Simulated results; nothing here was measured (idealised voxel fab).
This section sets out a process module, namely voxel transistor to metal.
Cross-sectional view cut (width: 290 nm; square cell size: 5 nm).
Cross-section spec: square-cell grid; bands listed top down; each band is one or more rows.
Heads up on the band format: heights come first, top then bottom, in nm. After that it's the materials left to right, each with its width in nm. A single material flagged "everywhere" fills the whole band edge to edge, and "air" means there's empty space there.
Measure heights from 0. That's the level where, below it, the as-received wafer is all one material. The lowest band is bottomless and extends downward; write it as in "0 -> down".
So if you see something like "30..40" for the width, read it as the top row of the band sitting at the first number and the bottom row at the second, with every row in between moving by the same amount as the last.
Step marked "remains unaltered"? Then no cell in the cross-section changed in it.
If an empty space has no open way to the top and is at least 8 cells in size, "Closed void entries" lists it, written width x height at distance, where distance is measured from the left edge and every value is in nm.
What comes after the settings on a step's line is commentary from the simulator itself on that step.
A step line may carry the setting "overlay nm", which, for steps involving a mask, states the distance by which the mask lay to the right of its intended position; negative values denote displacement to the left.

Listed below are the process steps as planned:
step 1: RECEIVE,material Si
step 2: OXIDIZE,depth nm 5
step 3: CONFORMAL_DEP,material SiN,thk nm 15
step 4: DIRECTIONAL_DEP,material aC,thk nm 15
step 5: PATTERN,tone cover,mask id ACTIVE,material resist,width nm 105,pitch nm 125,thk nm 30,overlay nm 0
step 6: DIRECTIONAL_ETCH,etch materials aC,depth nm 15
step 7: STRIP,etch materials resist
step 8: DIRECTIONAL_ETCH,etch materials SiN,depth nm 15
step 9: DIRECTIONAL_ETCH,etch materials SiO2,depth nm 5
step 10: DIRECTIONAL_ETCH,etch materials Si,depth nm 25
step 11: STRIP,etch materials aC
step 12: OXIDIZE,depth nm 5
step 13: FILL_DEP,material SiO2,thk nm 10
step 14: CMP,height nm 15
step 15: SELECTIVE_ETCH,etch materials SiO2,depth nm 15
step 16: STRIP,etch materials SiN
step 17: SELECTIVE_ETCH,etch materials SiO2,depth nm 5
step 18: OXIDIZE,depth nm 5
step 19: DIRECTIONAL_DEP,material polySi,thk nm 20
step 20: DIRECTIONAL_DEP,material SiCN,thk nm 10
step 21: MASKED_ETCH,tone cover,mask id GATE,width nm 25,pitch nm 125,etch materials SiCN,depth nm 20,overlay nm 0
step 22: MASKED_ETCH,tone cover,mask id GATE,width nm 25,pitch nm 125,etch materials polySi,depth nm 30,overlay nm 0
step 23: CONFORMAL_DEP,material SiO2,thk nm 5
step 24: DIRECTIONAL_ETCH,etch materials SiO2,depth nm 5
step 25: CONFORMAL_DEP,material SiN,thk nm 10
step 26: DIRECTIONAL_ETCH,etch materials SiN,depth nm 10
step 27: DIRECTIONAL_ETCH,etch materials SiO2,depth nm 5
step 28: DIRECTIONAL_ETCH,etch materials Si,depth nm 15
step 29: EPI,material nSi,thk nm 20
step 30: FILL_DEP,material SiO2,thk nm 10
step 31: CMP,height nm 25
step 32: DIRECTIONAL_DEP,material SiO2,thk nm 15
step 33: MASKED_ETCH,tone open,mask id CONTACT,width nm 20,etch materials SiO2,depth nm 30,overlay nm 0
step 34: CONFORMAL_DEP,material TiN,thk nm 5
step 35: FILL_DEP,material Ru,thk nm 5
step 36: CMP,height nm 40
step 37: CONFORMAL_DEP,material SiCN,thk nm 5
step 38: DIRECTIONAL_DEP,material SiO2,thk nm 25
step 39: DIRECTIONAL_DEP,material aC,thk nm 10
step 40: PATTERN,tone open,mask id METAL_1,material resist,width nm 20,thk nm 30,overlay nm 0
step 41: DIRECTIONAL_ETCH,etch materials aC,depth nm 10
step 42: STRIP,etch materials resist
step 43: DIRECTIONAL_ETCH,etch materials SiO2,depth nm 25
step 44: DIRECTIONAL_ETCH,etch materials SiCN,depth nm 5
step 45: STRIP,etch materials aC
step 46: CONFORMAL_DEP,material TiN,thk nm 5
step 47: FILL_DEP,material Cu,thk nm 10
step 48: CMP,height nm 70
step 49: CONFORMAL_DEP,material SiCN,thk nm 5
step 50: DIRECTIONAL_DEP,material SiO2,thk nm 25
step 51: PATTERN,tone open,mask id METAL_2,material resist,width nm 20,pitch nm 125,thk nm 20,overlay nm 0
step 52: DIRECTIONAL_ETCH,etch materials SiO2,depth nm 15
step 53: STRIP,etch materials resist
step 54: DIRECTIONAL_DEP,material aC,thk nm 15
step 55: PATTERN,tone open,mask id METAL_2_HOLES,material resist,width nm 15,pitch nm 125,thk nm 30,overlay nm 0
step 56: DIRECTIONAL_ETCH,etch materials aC,depth nm 15
step 57: STRIP,etch materials resist
step 58: DIRECTIONAL_ETCH,etch materials SiO2,depth nm 10
step 59: DIRECTIONAL_ETCH,etch materials SiCN,depth nm 5
step 60: STRIP,etch materials aC
step 61: CONFORMAL_DEP,material TiN,thk nm 5
step 62: FILL_DEP,material Ru,thk nm 10
step 63: CMP,height nm 100
step 64: CONFORMAL_DEP,material SiCN,thk nm 5

Delivered wafer in cross-section: state after step 1:
	0 -> down  Si everywhere
	Closed void entries: none

The cross-section shown corresponds to the wafer at the conclusion of the module. The initial structure and the process plan are those presented above; however, one mistake occurred in executing the plan:
	105 -> 100  SiCN everywhere
	100 -> 90  SiO2 35 nm; TiN 5 nm; Ru 10 nm; TiN 5 nm; SiO2 105 nm; TiN 5 nm; Ru 10 nm; TiN 5 nm; SiO2 110 nm
	90 -> 85  SiO2 35 nm; TiN 5 nm; Ru 5 nm; TiN 10 nm; SiO2 105 nm; TiN 5 nm; Ru 5 nm; TiN 10 nm; SiO2 110 nm
	85 -> 75  SiO2 35 nm; TiN 5 nm; Ru 5 nm; TiN 5 nm; SiO2 110 nm; TiN 5 nm; Ru 5 nm; TiN 5 nm; SiO2 115 nm
	75 -> 70  SiCN 35 nm; TiN 15 nm; SiCN 110 nm; TiN 15 nm; SiCN 115 nm
	70 -> 45  SiO2 35 nm; TiN 5 nm; Cu 10 nm; TiN 5 nm; SiO2 55 nm; TiN 5 nm; Cu 10 nm; TiN 5 nm; SiO2 30 nm; TiN 5 nm; Cu 10 nm; TiN 5 nm; SiO2 55 nm; TiN 5 nm; Cu 10 nm; TiN 5 nm; SiO2 35 nm
	45 -> 40  SiCN 35 nm; TiN 20 nm; SiCN 55 nm; TiN 20 nm; SiCN 30 nm; TiN 20 nm; SiCN 55 nm; TiN 20 nm; SiCN 35 nm
	40 -> 25  SiO2 35 nm; TiN 5 nm; Ru 10 nm; TiN 5 nm; SiO2 55 nm; TiN 5 nm; Ru 10 nm; TiN 5 nm; SiO2 30 nm; TiN 5 nm; Ru 10 nm; TiN 5 nm; SiO2 55 nm; TiN 5 nm; Ru 10 nm; TiN 5 nm; SiO2 35 nm
	25 -> 15  SiO2 35 nm; TiN 5 nm; Ru 10 nm; TiN 5 nm; SiN 10 nm; SiO2 5 nm; SiCN 25 nm; SiO2 5 nm; SiN 10 nm; TiN 5 nm; Ru 10 nm; TiN 5 nm; SiO2 30 nm; TiN 5 nm; Ru 10 nm; TiN 5 nm; SiN 10 nm; SiO2 5 nm; SiCN 25 nm; SiO2 5 nm; SiN 10 nm; TiN 5 nm; Ru 10 nm; TiN 5 nm; SiO2 35 nm
	15 -> 10  SiO2 35 nm; TiN 20 nm; SiN 10 nm; SiO2 5 nm; polySi 25 nm; SiO2 5 nm; SiN 10 nm; TiN 20 nm; SiO2 30 nm; TiN 20 nm; SiN 10 nm; SiO2 5 nm; polySi 25 nm; SiO2 5 nm; SiN 10 nm; TiN 20 nm; SiO2 35 nm
	10 -> -5  SiO2 35 nm; nSi 20 nm; SiN 10 nm; SiO2 5 nm; polySi 25 nm; SiO2 5 nm; SiN 10 nm; nSi 20 nm; SiO2 30 nm; nSi 20 nm; SiN 10 nm; SiO2 5 nm; polySi 25 nm; SiO2 5 nm; SiN 10 nm; nSi 20 nm; SiO2 35 nm
	-5 -> -10  SiO2 20 nm; SiN 10 nm; SiO2 5 nm; nSi 20 nm; SiO2 55 nm; nSi 20 nm; SiO2 5 nm; SiN 20 nm; SiO2 5 nm; nSi 20 nm; SiO2 55 nm; nSi 20 nm; SiO2 5 nm; SiN 10 nm; SiO2 20 nm
	-10 -> -20  SiO2 20 nm; SiN 10 nm; SiO2 10 nm; nSi 15 nm; Si 55 nm; nSi 15 nm; SiO2 10 nm; SiN 20 nm; SiO2 10 nm; nSi 15 nm; Si 55 nm; nSi 15 nm; SiO2 10 nm; SiN 10 nm; SiO2 20 nm
	-20 -> -25  SiO2 40 nm; nSi 15 nm; Si 55 nm; nSi 15 nm; SiO2 40 nm; nSi 15 nm; Si 55 nm; nSi 15 nm; SiO2 40 nm
	-25 -> -35  SiO2 35 nm; Si 95 nm; SiO2 30 nm; Si 95 nm; SiO2 35 nm
	-35 -> down  Si everywhere
	Closed void entries: none
What went wrong in running the wafer? step 15 of the plan saw execution twice
